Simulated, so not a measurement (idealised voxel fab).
process module | voxel trench capacitor
cross-section cut | 255 nm wide | cells 5 nm
A cross-section is a grid of square cells, given in bands from the top down. A band is one or more rows of cells.
Each band's line starts with the height of the band's top and of its bottom, in nm. Then come its materials from left to right, each with its width in nm. One material with "throughout" fills the band from edge to edge. "air" is empty space.
Height 0 is the level under which the wafer as received is all one material. The lowest band goes on downwards, as in "0 down".
A width such as "30 to 40" changes by the same amount from each row of cells to the next, from the band's top row to its bottom row.
"no change" after a step means that no cell of the cross-section changed.
closed voids: empty space of 8 cells or more with no open way to the top, each as width x height at its distance from the left edge, in nm
after a step's settings: what the simulator itself notes on the step
overlay nm, on a step with a mask: how far to the right of its planned place the mask lay; to the left if negative
plan
1 op RECEIVE | material Si
2 op CONFORMAL_DEP | material SiN | thk nm 10
3 op DIRECTIONAL_DEP | material aC | thk nm 15
4 op PATTERN | tone open | mask id TRENCH | material resist | width nm 20 | pitch nm 45 | thk nm 30 | overlay nm 0
5 op DIRECTIONAL_ETCH | etch materials aC | depth nm 15
6 op STRIP | etch materials resist
7 op DIRECTIONAL_ETCH | etch materials SiN | depth nm 10
8 op DIRECTIONAL_ETCH | etch materials Si | depth nm 30
9 op STRIP | etch materials aC
10 op CONFORMAL_DEP | material SiO2 | thk nm 5
11 op FILL_DEP | material polySi | thk nm 10
12 op CMP | height nm 10
as received, after step 1
  0 down: Si throughout
  closed voids: none
a wafer at the end: this start, this plan, one mistake
  10 to 0: SiN 55 | polySi 10 | SiN 35 | polySi 10 | SiN 35 | polySi 10 | SiN 35 | polySi 10 | SiN 55
  0 to -25: Si 50 | SiN 5 | polySi 10 | SiN 5 | Si 25 | SiN 5 | polySi 10 | SiN 5 | Si 25 | SiN 5 | polySi 10 | SiN 5 | Si 25 | SiN 5 | polySi 10 | SiN 5 | Si 50
  -25 to -30: Si 50 | SiN 20 | Si 25 | SiN 20 | Si 25 | SiN 20 | Si 25 | SiN 20 | Si 50
  -30 down: Si throughout
  closed voids: none
what went wrong: step 10 ran as: op CONFORMAL_DEP | material SiN | thk nm 5
